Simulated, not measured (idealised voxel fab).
Process module, titled voxel transistor to metal
205 nm wide, 5 nm square cells: that's cross-section cut.
Cross-section spec: square-cell grid; bands listed top down; each band is one or more rows. A band entry consists of two parts. The first gives the height of the band's top and the height of its bottom, in nm. The rest lists the band's materials from left to right, each with its width in nm. A single material labelled with the word "edge to edge" fills the band from edge to edge, and the word "empty" marks empty space. Heights are reckoned from 0. Under this level, the received wafer is all of one material. The bottommost band is open-ended downward, for example "0 -> down". The expression "30->40" gives the width at the extremes of the band, the first number at its top row of cells and the second at its bottom row, with the width changing by equal amounts from each row to the next in between. No cell of the cross-section changed in a step that is given as "same as before". Empty spaces without an open route to the top, at least 8 cells in extent, make up the entry "Encapsulated voids"; each is given as width x height at distance, where the distance is measured from the left edge, and all are in nm. Text after the settings on a step's line: the simulator's own remark on that step. Each step line may optionally specify "overlay nm", which for a step with a mask gives the rightward distance between the mask's planned place and where it lay, a negative value indicating the leftward direction.
# These are the steps we planned for the process
1,RECEIVE with material Si
2,OXIDIZE with depth nm 5
3,CONFORMAL_DEP with material SiN, thk nm 15
4,PATTERN with tone cover, mask id ACTIVE, material resist, width nm 100, thk nm 15, overlay nm 0
5,DIRECTIONAL_ETCH with etch materials SiN, depth nm 15
6,DIRECTIONAL_ETCH with etch materials SiO2, depth nm 5
7,DIRECTIONAL_ETCH with etch materials Si, depth nm 30
8,STRIP with etch materials resist
9,OXIDIZE with depth nm 5
10,FILL_DEP with material SiO2, thk nm 10
11,CMP with height nm 15
12,SELECTIVE_ETCH with etch materials SiO2, depth nm 5
13,STRIP with etch materials SiN
14,SELECTIVE_ETCH with etch materials SiO2, depth nm 5
15,OXIDIZE with depth nm 5
16,DIRECTIONAL_DEP with material polySi, thk nm 30
17,DIRECTIONAL_DEP with material SiCN, thk nm 15
18,MASKED_ETCH with tone cover, mask id GATE, width nm 20, etch materials SiCN, depth nm 25, overlay nm 0
19,MASKED_ETCH with tone cover, mask id GATE, width nm 20, etch materials polySi, depth nm 40, overlay nm 0
20,CONFORMAL_DEP with material SiN, thk nm 10
21,DIRECTIONAL_ETCH with etch materials SiN, depth nm 10
22,DIRECTIONAL_ETCH with etch materials SiO2, depth nm 5
23,DIRECTIONAL_ETCH with etch materials Si, depth nm 10
24,EPI with material SiGe, thk nm 15
25,FILL_DEP with material SiO2, thk nm 10
26,CMP with height nm 40
27,DIRECTIONAL_DEP with material SiO2, thk nm 10
28,PATTERN with tone open, mask id CONTACT, material resist, width nm 15, pitch nm 70, thk nm 15, overlay nm 0
29,DIRECTIONAL_ETCH with etch materials SiO2, depth nm 55
30,STRIP with etch materials resist
31,CONFORMAL_DEP with material TiN, thk nm 5
32,FILL_DEP with material W, thk nm 10
33,CMP with height nm 50
34,DIRECTIONAL_DEP with material TiN, thk nm 5
35,DIRECTIONAL_DEP with material Ru, thk nm 25
36,MASKED_ETCH with tone cover, mask id METAL_1, width nm 20, pitch nm 70, etch materials Ru, depth nm 25, overlay nm 0
37,MASKED_ETCH with tone cover, mask id METAL_1, width nm 20, pitch nm 70, etch materials TiN, depth nm 5, overlay nm 0
38,FILL_DEP with material SiO2, thk nm 5
39,CMP with height nm 80
40,CONFORMAL_DEP with material SiN, thk nm 5
Wafers differ in width nm at step 28; plan lists the first wafer's value; identical starting state.
# Incoming state of the first of several wafers in cross-section: after step 1
* 0 -> down = Si edge to edge
* Encapsulated voids: none
# At the end of the module, after its last step, step 40, the first of several wafers appears in cross-section as follows
* 85 -> 80 = SiN edge to edge
* 80 -> 55 = SiO2: 55, Ru: 20, SiO2: 50, Ru: 20, SiO2: 60
* 55 -> 50 = SiO2: 55, TiN: 20, SiO2: 50, TiN: 20, SiO2: 60
* 50 -> 40 = SiO2: 60, TiN: 5, W: 5, TiN: 5, SiO2: 55, TiN: 5, W: 5, TiN: 5, SiO2: 60
* 40 -> 25 = SiO2: 60, TiN: 5, W: 5, TiN: 5, SiO2: 5, SiN: 10, SiCN: 20, SiN: 10, SiO2: 10, TiN: 5, W: 5, TiN: 5, SiO2: 60
* 25 -> 10 = SiO2: 60, TiN: 5, W: 5, TiN: 5, SiO2: 5, SiN: 10, polySi: 20, SiN: 10, SiO2: 10, TiN: 5, W: 5, TiN: 5, SiO2: 60
* 10 -> 5 = SiO2: 60, TiN: 15, SiO2: 5, SiN: 10, polySi: 20, SiN: 10, SiO2: 10, TiN: 15, SiO2: 60
* 5 -> -5 = SiO2: 45, SiN: 10, SiO2: 5, TiN: 5, SiGe: 15, SiN: 10, polySi: 20, SiN: 10, SiGe: 15, TiN: 10, SiN: 10, SiO2: 50
* -5 -> -10 = SiO2: 55, SiGe: 25, SiO2: 40, SiGe: 25, SiO2: 60
* -10 -> -20 = SiO2: 55, SiGe: 25, Si: 40, SiGe: 25, SiO2: 60
* -20 -> -40 = SiO2: 55, Si: 90, SiO2: 60
* -40 -> down = Si edge to edge
* Encapsulated voids: none
# Cross-sectional depiction of the last of several wafers upon completion of the module
* 85 -> 80 = SiN edge to edge
* 80 -> 55 = SiO2: 55, Ru: 20, SiO2: 50, Ru: 20, SiO2: 60
* 55 -> 50 = SiO2: 55, TiN: 20, SiO2: 50, TiN: 20, SiO2: 60
* 50 -> 40 = SiO2: 50, TiN: 5, W: 25->20, TiN: 5->10, SiO2: 35, TiN: 5, W: 25, TiN: 5, SiO2: 50
* 40 -> 25 = SiO2: 50, TiN: 5, W: 20, TiN: 5, SiN: 10, SiCN: 20, SiN: 10, TiN: 5, W: 25, TiN: 5, SiO2: 50
* 25 -> 10 = SiO2: 50, TiN: 5, W: 20, TiN: 5, SiN: 10, polySi: 20, SiN: 10, TiN: 5, W: 25, TiN: 5, SiO2: 50
* 10 -> 5 = SiO2: 50, TiN: 30, SiN: 10, polySi: 20, SiN: 10, TiN: 35, SiO2: 50
* 5 -> -5 = SiO2: 45, SiN: 10, TiN: 10, SiGe: 15, SiN: 10, polySi: 20, SiN: 10, SiGe: 15, TiN: 10, SiN: 10, SiO2: 50
* -5 -> -10 = SiO2: 55, SiGe: 25, SiO2: 40, SiGe: 25, SiO2: 60
* -10 -> -20 = SiO2: 55, SiGe: 25, Si: 40, SiGe: 25, SiO2: 60
* -20 -> -40 = SiO2: 55, Si: 90, SiO2: 60
* -40 -> down = Si edge to edge
* Encapsulated voids: none
# The rows of the table below are wafers. Looking at the end of the module, a row counts, for every material, the cells the wafer has gained, shown as (+), or lost, shown as (-), since it was received; its closed voids come next
width nm 15; +40 Ru; -240 Si; +12 SiCN; +42 SiGe; +85 SiN; +666 SiO2; +52 TiN; +16 W; +24 polySi; Encapsulated voids: none
width nm 20; +40 Ru; -240 Si; +12 SiCN; +42 SiGe; +85 SiN; +646 SiO2; +56 TiN; +32 W; +24 polySi; Encapsulated voids: none
width nm 25; +40 Ru; -240 Si; +12 SiCN; +42 SiGe; +85 SiN; +628 SiO2; +58 TiN; +48 W; +24 polySi; Encapsulated voids: none
width nm 30; +40 Ru; -240 Si; +12 SiCN; +42 SiGe; +85 SiN; +610 SiO2; +60 TiN; +64 W; +24 polySi; Encapsulated voids: none
width nm 35; +40 Ru; -240 Si; +12 SiCN; +42 SiGe; +85 SiN; +599 SiO2; +62 TiN; +73 W; +24 polySi; Encapsulated voids: none
